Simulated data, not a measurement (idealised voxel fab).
The following is a process module called voxel capacitor over wiring.
The cross-section shown here is cut; it is 165 nm wide and divided into square cells measuring 5 nm on a side.
Cross-section format: a grid of square cells, given as bands from top to bottom; each band is one or more rows of cells. Heights first: top, then bottom, in nm. Then materials, left to right, each with a width in nm. "full width" on a single material: fills the band edge to edge. "air": empty space. Counting heights begins at 0, where everything beneath is, in the wafer as received, one material. The lowest band has no bottom; it goes on downwards, as "0..down" shows. Per-row width for "30..40": begins at first number (top row of band), ends at second number (bottom row), increment between rows held constant. When a step is marked "same as before", none of the cells in the cross-section changed during that step. So "Enclosed internal cavities" is basically the list of trapped voids: any empty space of 8 cells or more that can't reach the top through an opening. They're written width x height at distance, the distance being from the left edge, and it's all nm. On a step's line, text after the settings is the simulator commenting on that step. "overlay nm" denotes, for a step that has a mask, the displacement of the mask to the right of its planned place, with negative values corresponding to the left.

Listed below are the process steps as planned:
| 1 | RECEIVE with material Si |
| 2 | CONFORMAL_DEP with material SiO2, thk nm 15 |
| 3 | CONFORMAL_DEP with material SiN, thk nm 5 |
| 4 | DIRECTIONAL_DEP with material SiO2, thk nm 25 |
| 5 | PATTERN with tone open, mask id METAL_1, material resist, width nm 20, pitch nm 75, thk nm 20, overlay nm 0 |
| 6 | DIRECTIONAL_ETCH with etch materials SiO2, depth nm 25 |
| 7 | DIRECTIONAL_ETCH with etch materials SiN, depth nm 5 |
| 8 | STRIP with etch materials resist |
| 9 | CONFORMAL_DEP with material TiN, thk nm 5 |
| 10 | FILL_DEP with material Ru, thk nm 5 |
| 11 | CMP with height nm 45 |
| 12 | EPI with material Ru, thk nm 5 |
| 13 | FILL_DEP with material SiCN, thk nm 5 |
| 14 | DIRECTIONAL_DEP with material SiO2, thk nm 20 |
| 15 | MASKED_ETCH with tone open, mask id PLUG_1, width nm 15, etch materials SiO2, depth nm 20, overlay nm 0 |
| 16 | MASKED_ETCH with tone open, mask id PLUG_1, width nm 15, etch materials SiCN, depth nm 5, overlay nm 0 |
| 17 | EPI with material Ru, thk nm 10 |
| 18 | EPI with material Ru, thk nm 10 |
| 19 | EPI with material Ru, thk nm 5 |
| 20 | DIRECTIONAL_DEP with material TiN, thk nm 5 |
| 21 | DIRECTIONAL_DEP with material SiN, thk nm 5 |
| 22 | DIRECTIONAL_DEP with material TiN, thk nm 5 |
| 23 | DIRECTIONAL_DEP with material aC, thk nm 15 |
| 24 | PATTERN with tone cover, mask id UPPER_PLATE, material resist, width nm 60, thk nm 30, overlay nm 0 |
| 25 | DIRECTIONAL_ETCH with etch materials aC, depth nm 15 |
| 26 | STRIP with etch materials resist |
| 27 | DIRECTIONAL_ETCH with etch materials TiN, depth nm 5 |
| 28 | DIRECTIONAL_ETCH with etch materials SiN, depth nm 5 |
| 29 | STRIP with etch materials aC |
| 30 | MASKED_ETCH with tone cover, mask id LOWER_PLATE, width nm 70, etch materials TiN, depth nm 5, overlay nm 0 |
| 31 | FILL_DEP with material SiO2, thk nm 20 |
| 32 | CMP with height nm 105 |
| 33 | DIRECTIONAL_DEP with material aC, thk nm 15 |
| 34 | PATTERN with tone open, mask id PLUG_2, material resist, width nm 15, thk nm 35, overlay nm 0 |
| 35 | DIRECTIONAL_ETCH with etch materials aC, depth nm 15 |
| 36 | STRIP with etch materials resist |
| 37 | DIRECTIONAL_ETCH with etch materials SiO2, depth nm 15 |
| 38 | STRIP with etch materials aC |
| 39 | CONFORMAL_DEP with material TiN, thk nm 5 |
| 40 | FILL_DEP with material Ru, thk nm 5 |
| 41 | CMP with height nm 105 |
| 42 | CONFORMAL_DEP with material SiN, thk nm 5 |

Incoming wafer in cross-section (state: after step 1):
- 0..down: Si full width
- Enclosed internal cavities: none

End-of-module XS, first of two wafers, run as planned:
- 110..105: SiN full width
- 105..95: SiO2 (50)  TiN (5)  Ru (5)  TiN (5)  SiO2 (100)
- 95..85: SiO2 (50..40)  TiN (15..60)  SiO2 (100..65)
- 85..80: SiO2 (40)  SiN (60)  SiO2 (65)
- 80..75: SiO2 (35)  TiN (70)  SiO2 (60)
- 75..55: SiO2 (40)  Ru (15)  SiO2 (110)
- 55..50: SiCN (40)  Ru (15)  SiCN (110)
- 50..45: SiCN (30)  Ru (30)  SiCN (45)  Ru (30)  SiCN (30)
- 45..20: SiO2 (35)  TiN (5)  Ru (10)  TiN (5)  SiO2 (55)  TiN (5)  Ru (10)  TiN (5)  SiO2 (35)
- 20..15: SiN (35)  TiN (20)  SiN (55)  TiN (20)  SiN (35)
- 15..0: SiO2 full width
- 0..down: Si full width
- Enclosed internal cavities: none

Here's the second of our two wafers sectioned at module end. Same start as the first, same plan, but one mistake got made running it:
- 110..105: SiN full width
- 105..95: SiO2 (50)  TiN (5)  Ru (5)  TiN (5)  SiO2 (100)
- 95..85: SiO2 (50..35)  TiN (15..60)  SiO2 (100..70)
- 85..80: SiO2 (35)  SiN (60)  SiO2 (70)
- 80..75: SiO2 (35)  TiN (70)  SiO2 (60)
- 75..55: SiO2 (40)  Ru (15)  SiO2 (110)
- 55..50: SiCN (40)  Ru (15)  SiCN (110)
- 50..45: SiCN (30)  Ru (30)  SiCN (45)  Ru (30)  SiCN (30)
- 45..20: SiO2 (35)  TiN (5)  Ru (10)  TiN (5)  SiO2 (55)  TiN (5)  Ru (10)  TiN (5)  SiO2 (35)
- 20..15: SiN (35)  TiN (20)  SiN (55)  TiN (20)  SiN (35)
- 15..0: SiO2 full width
- 0..down: Si full width
- Enclosed internal cavities: none
Processing error: step 24: run off-plan, actual operation and settings PATTERN with tone cover, mask id UPPER_PLATE, material resist, width nm 60, thk nm 30, overlay nm -5
Tallied in cells, the final second wafer holds each material in the same quantity as the first, although not at the same places.
